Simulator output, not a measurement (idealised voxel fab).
This is a process module. Its name is voxel capacitor over wiring.
FYI the section here is cut, 145 nm wide, cells are 5 nm squares.
How to read a cross-section here: the picture is a grid of square cells, written as bands going from the top down, and any band can span one or more rows of cells.
Per band: top height and bottom height in nm, followed by the left-to-right materials and their widths in nm; "all across" marks a single material spanning edge to edge, "air" marks empty space.
Heights from 0 (as-received wafer is one material below). Bottom band endless downward, as "0 and below".
With a width like "30..40", each row of cells in the band differs from the next by the same amount, the top row carrying the first number and the bottom row the second.
"remained the same" means the step left every cell of the cross-section as it was.
The label "Voids, fully enclosed" introduces a list of the empty spaces, 8 cells or larger, that have no open way up to the top; each entry in it reads width x height at distance, where the distance is taken from the left edge and all three are stated in nm.
Whatever follows a step's settings on its line is a remark the simulator itself makes about that step.
The optional step-line setting "overlay nm" applies to steps with a mask and quantifies how far to the right of its planned location the mask lay, a negative value indicating leftward placement.
[Set out below are the planned steps of the process]
1) RECEIVE with material Si
2) CONFORMAL_DEP with material SiO2, thk nm 15
3) CONFORMAL_DEP with material SiN, thk nm 5
4) DIRECTIONAL_DEP with material SiO2, thk nm 15
5) MASKED_ETCH with tone open, mask id METAL_1, width nm 25, pitch nm 75, etch materials SiO2, depth nm 15, overlay nm 0
6) MASKED_ETCH with tone open, mask id METAL_1, width nm 25, pitch nm 75, etch materials SiN, depth nm 5, overlay nm 0
7) CONFORMAL_DEP with material TiN, thk nm 5
8) FILL_DEP with material Ru, thk nm 10
9) CMP with height nm 35
10) CONFORMAL_DEP with material SiCN, thk nm 5
11) DIRECTIONAL_DEP with material lowk, thk nm 15
12) PATTERN with tone open, mask id PLUG_1, material resist, width nm 15, thk nm 15, overlay nm 0
13) DIRECTIONAL_ETCH with etch materials lowk, depth nm 15
14) DIRECTIONAL_ETCH with etch materials SiCN, depth nm 5
15) STRIP with etch materials resist
16) EPI with material Ru, thk nm 10
17) EPI with material Ru, thk nm 10
18) DIRECTIONAL_DEP with material TiN, thk nm 5
19) DIRECTIONAL_DEP with material HfO2, thk nm 5
20) DIRECTIONAL_DEP with material TiN, thk nm 10
21) DIRECTIONAL_DEP with material aC, thk nm 15
22) PATTERN with tone cover, mask id UPPER_PLATE, material resist, width nm 55, thk nm 30, overlay nm 0
23) DIRECTIONAL_ETCH with etch materials aC, depth nm 15
24) STRIP with etch materials resist
25) DIRECTIONAL_ETCH with etch materials TiN, depth nm 10
26) DIRECTIONAL_ETCH with etch materials HfO2, depth nm 5
27) STRIP with etch materials aC
28) MASKED_ETCH with tone cover, mask id LOWER_PLATE, width nm 65, etch materials TiN, depth nm 5, overlay nm 0
29) FILL_DEP with material SiO2, thk nm 15
30) CMP with height nm 85
31) MASKED_ETCH with tone open, mask id PLUG_2, width nm 15, etch materials SiO2, depth nm 10, overlay nm 0
32) CONFORMAL_DEP with material TiN, thk nm 5
33) FILL_DEP with material W, thk nm 5
34) CMP with height nm 85
35) CONFORMAL_DEP with material SiN, thk nm 5
[Step 1 complete: cross-section of the wafer as received]
    0 and below | Si all across
    Voids, fully enclosed: none
[Wafer at module end, in section. Began as above, planned as above, run with one mistake]
    90 down to 85 | SiN all across
    85 down to 80 | SiO2=40  TiN=5  W=5  TiN=5  SiO2=90
    80 down to 75 | SiO2=40  TiN=15  SiO2=90
    75 down to 65 | SiO2=45  TiN=40  SiO2=60
    65 down to 60 | SiO2=30  TiN=15  HfO2=40  SiO2=60
    60 down to 55 | SiO2=25  TiN=65  SiO2=55
    55 down to 50 | lowk=30  HfO2=15  lowk=100
    50 down to 45 | lowk=30  TiN=15  lowk=100
    45 down to 40 | lowk all across
    40 down to 35 | SiCN all across
    35 down to 20 | SiO2=20  TiN=5  Ru=15  TiN=5  SiO2=50  TiN=5  Ru=15  TiN=5  SiO2=25
    20 down to 15 | SiN=20  TiN=25  SiN=50  TiN=25  SiN=25
    15 down to 0 | SiO2 all across
    0 and below | Si all across
    Voids, fully enclosed: none
What was done differently from what was planned? note that step 13 departed from the planned setting and was carried out as DIRECTIONAL_ETCH with etch materials lowk, depth nm 10
